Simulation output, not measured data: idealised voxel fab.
Process module under the name voxel tone inversion
Cross-sectional view cut (width: 255 nm; square cell size: 5 nm).
This document writes a cross-section as a grid whose cells are square, and gives it as bands, listed from the top down; one or more rows of cells form a band. Basically the band line says how high the top is and how high the bottom is, in nm, and then what's in it from left to right, every material with its width in nm. Empty space shows up as "air", and if a single material carries "everywhere" it runs the full band edge to edge. Height reference: 0 = level under which incoming wafer is all one material. Lowest band: no bottom, runs on downward, e.g. "z 0 and below". Graded width ("30 to 40"): value in top row of band = first number; value in bottom row = second number; row-to-row change constant. The designation "identical to before", where it is given for a processing step, indicates that no cell of the cross-section was altered in the course of that step. Empty spaces counting at least 8 cells and having no open way to the top are listed in "Completely sealed voids". The notation width x height at distance is used for each, the distance being from the left edge and all three values in nm. Where a step's line continues beyond its settings, the continuation is a remark by the simulator itself on that step. overlay nm, on a step with a mask: how far to the right of its planned place the mask lay; to the left if negative.

PLANNED STEP LIST FOR THE PROCESS
step 1: RECEIVE,material Si
step 2: CONFORMAL_DEP,material SiN,thk nm 10
step 3: DIRECTIONAL_DEP,material polySi,thk nm 25
step 4: PATTERN,tone cover,mask id POSTS,material resist,width nm 25,pitch nm 40,thk nm 30,overlay nm 0
step 5: DIRECTIONAL_ETCH,etch materials polySi,depth nm 25
step 6: STRIP,etch materials resist
step 7: FILL_DEP,material lowk,thk nm 5
step 8: CMP,height nm 35
step 9: STRIP,etch materials polySi
step 10: CONFORMAL_DEP,material TiN,thk nm 5
step 11: FILL_DEP,material Cu,thk nm 10
step 12: CMP,height nm 35
step 13: CONFORMAL_DEP,material SiCN,thk nm 5

FIRST WAFER, AS PLANNED

CROSS-SECTION, INCOMING MATERIAL, AFTER STEP 1
> z 0 and below  Si everywhere
> Completely sealed voids: none

SECTIONAL VIEW: WAFER, AFTER STEP 2
> z 10 to 0  SiN everywhere
> Anything lower than 0 is untouched.

SECTIONAL VIEW: WAFER, AFTER STEP 3
> z 35 to 10  polySi everywhere
> Anything lower than 10 is untouched.

SECTIONAL VIEW: WAFER, AFTER STEP 4
> z 65 to 35  air (95), resist (25), air (15), resist (25), air (95)
> Anything lower than 35 is untouched.

SECTIONAL VIEW: WAFER, AFTER STEP 5
> z 65 to 35  air (95), resist (25), air (15), resist (25), air (95)
> z 35 to 10  air (95), polySi (25), air (15), polySi (25), air (95)
> Anything lower than 10 is untouched.

SECTIONAL VIEW: WAFER, AFTER STEP 6
> z 35 to 10  air (95), polySi (25), air (15), polySi (25), air (95)
> Anything lower than 10 is untouched.

SECTIONAL VIEW: WAFER, AFTER STEP 7
> z 40 to 35  lowk everywhere
> z 35 to 10  lowk (95), polySi (25), lowk (15), polySi (25), lowk (95)
> Anything lower than 10 is untouched.

SECTIONAL VIEW: WAFER, AFTER STEP 8
> z 35 to 10  lowk (95), polySi (25), lowk (15), polySi (25), lowk (95)
> Anything lower than 10 is untouched.

SECTIONAL VIEW: WAFER, AFTER STEP 9
> z 35 to 10  lowk (95), air (25), lowk (15), air (25), lowk (95)
> Anything lower than 10 is untouched.

SECTIONAL VIEW: WAFER, AFTER STEP 10
> z 40 to 35  TiN (100), air (15), TiN (25), air (15), TiN (100)
> z 35 to 15  lowk (95), TiN (5), air (15), TiN (5), lowk (15), TiN (5), air (15), TiN (5), lowk (95)
> z 15 to 10  lowk (95), TiN (25), lowk (15), TiN (25), lowk (95)
> Anything lower than 10 is untouched.

SECTIONAL VIEW: WAFER, AFTER STEP 11
> z 50 to 40  Cu everywhere
> z 40 to 35  TiN (100), Cu (15), TiN (25), Cu (15), TiN (100)
> z 35 to 15  lowk (95), TiN (5), Cu (15), TiN (5), lowk (15), TiN (5), Cu (15), TiN (5), lowk (95)
> Anything lower than 15 is untouched.

SECTIONAL VIEW: WAFER, AFTER STEP 12
> z 35 to 15  lowk (95), TiN (5), Cu (15), TiN (5), lowk (15), TiN (5), Cu (15), TiN (5), lowk (95)
> Anything lower than 15 is untouched.

SECTIONAL VIEW: WAFER, AFTER STEP 13
> z 40 to 35  SiCN everywhere
> Anything lower than 35 is untouched.

WAFER TWO. SAME START, SAME PLAN, ONE SLIP IN EXECUTION. SAME AS WAFER ONE THROUGH STEP 9, INCLUSIVE

SECOND WAFER PROFILE IN SECTION, AT THE MOMENT STEP 10 OF THE PLAN WAS MEANT TO BE COMPLETE
> z 40 to 35  SiN (100), air (15), SiN (25), air (15), SiN (100)
> z 35 to 15  lowk (95), SiN (5), air (15), SiN (5), lowk (15), SiN (5), air (15), SiN (5), lowk (95)
> z 15 to 10  lowk (95), SiN (25), lowk (15), SiN (25), lowk (95)
> Anything lower than 10 is untouched.

SECOND WAFER PROFILE IN SECTION, AT THE MOMENT STEP 11 OF THE PLAN WAS MEANT TO BE COMPLETE
> z 50 to 40  Cu everywhere
> z 40 to 35  SiN (100), Cu (15), SiN (25), Cu (15), SiN (100)
> z 35 to 15  lowk (95), SiN (5), Cu (15), SiN (5), lowk (15), SiN (5), Cu (15), SiN (5), lowk (95)
> Anything lower than 15 is untouched.

SECOND WAFER PROFILE IN SECTION, AT THE MOMENT STEP 12 OF THE PLAN WAS MEANT TO BE COMPLETE
> z 35 to 15  lowk (95), SiN (5), Cu (15), SiN (5), lowk (15), SiN (5), Cu (15), SiN (5), lowk (95)
> Anything lower than 15 is untouched.

SECOND WAFER PROFILE IN SECTION, AT THE MOMENT STEP 13 OF THE PLAN WAS MEANT TO BE COMPLETE
> z 40 to 35  SiCN everywhere
> Anything lower than 35 is untouched.
Nonconformance to the process plan: contrary to plan, step 10 was performed as CONFORMAL_DEP,material SiN,thk nm 5
Looking at both finished wafers in cells, the second ends up ahead of or behind the first on some materials: +26 SiN; -26 TiN
